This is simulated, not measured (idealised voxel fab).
Module name: voxel released beams (process module)
Cross-sectional view cut (width: 245 nm; square cell size: 5 nm).
Each cross-section below is a grid of square cells, stated as bands in top-down order, with one or more rows of cells making up each band. Basically the band line says how high the top is and how high the bottom is, in nm, and then what's in it from left to right, every material with its width in nm. Empty space shows up as "empty", and if a single material carries "all across" it runs the full band edge to edge. Height reference: 0 = level under which incoming wafer is all one material. Lowest band: no bottom, runs on downward, e.g. "0 -> down". It should be noted that a width expressed as "30..40" varies in equal increments from row to row of cells within the band, taking the value of the first number at the top row and that of the second number at the bottom row. Reading "no modification" for a step: not a cell of the cross-section changed in it. Enclosed voids (no open way to top), threshold 8 cells or more, entry "Enclosed void listing", notation width x height at distance, distance from left edge, nm. If you see something after the settings on a step's line, that's the simulator's own remark about that step. When a step includes a mask, the "overlay nm" setting on its line states how far to the right of its planned place that mask lay, and negative values state how far to the left.
THIS SECTION LISTS THE PROCESS STEPS THAT WERE PLANNED
| 1 | RECEIVE with material Si |
| 2 | CONFORMAL_DEP with material Al2O3, thk nm 10 |
| 3 | DIRECTIONAL_DEP with material SiO2, thk nm 15 |
| 4 | PATTERN with tone open, mask id ANCHOR, material resist, width nm 35, thk nm 15, overlay nm 0 |
| 5 | DIRECTIONAL_ETCH with etch materials SiO2, depth nm 15 |
| 6 | STRIP with etch materials resist |
| 7 | CONFORMAL_DEP with material SiN, thk nm 10 |
| 8 | PATTERN with tone cover, mask id BEAM, material resist, width nm 95, thk nm 20, overlay nm 0 |
| 9 | DIRECTIONAL_ETCH with etch materials SiN, depth nm 5 |
| 10 | STRIP with etch materials resist |
| 11 | STRIP with etch materials SiO2 |
Heads up: all these wafers start the same, and what changes between them is the depth nm in step 9. The value you see in the plan is just what the first wafer got.
AS-RECEIVED CROSS-SECTION, FIRST OF SEVERAL WAFERS, POST STEP 1
  0 -> down  Si all across
  Enclosed void listing: none
WAFER ROWS, END OF MODULE: CELLS PER MATERIAL GAINED (+) OR LOST (-) SINCE RECEIPT; CLOSED VOIDS LAST
depth nm 5 | +98 Al2O3 | +80 SiN | +126 SiO2 | Enclosed void listing: none
depth nm 10 | +98 Al2O3 | +50 SiN | Enclosed void listing: none
depth nm 15 | +98 Al2O3 | +50 SiN | Enclosed void listing: none
depth nm 20 | +98 Al2O3 | +50 SiN | Enclosed void listing: none
depth nm 25 | +98 Al2O3 | +50 SiN | Enclosed void listing: none
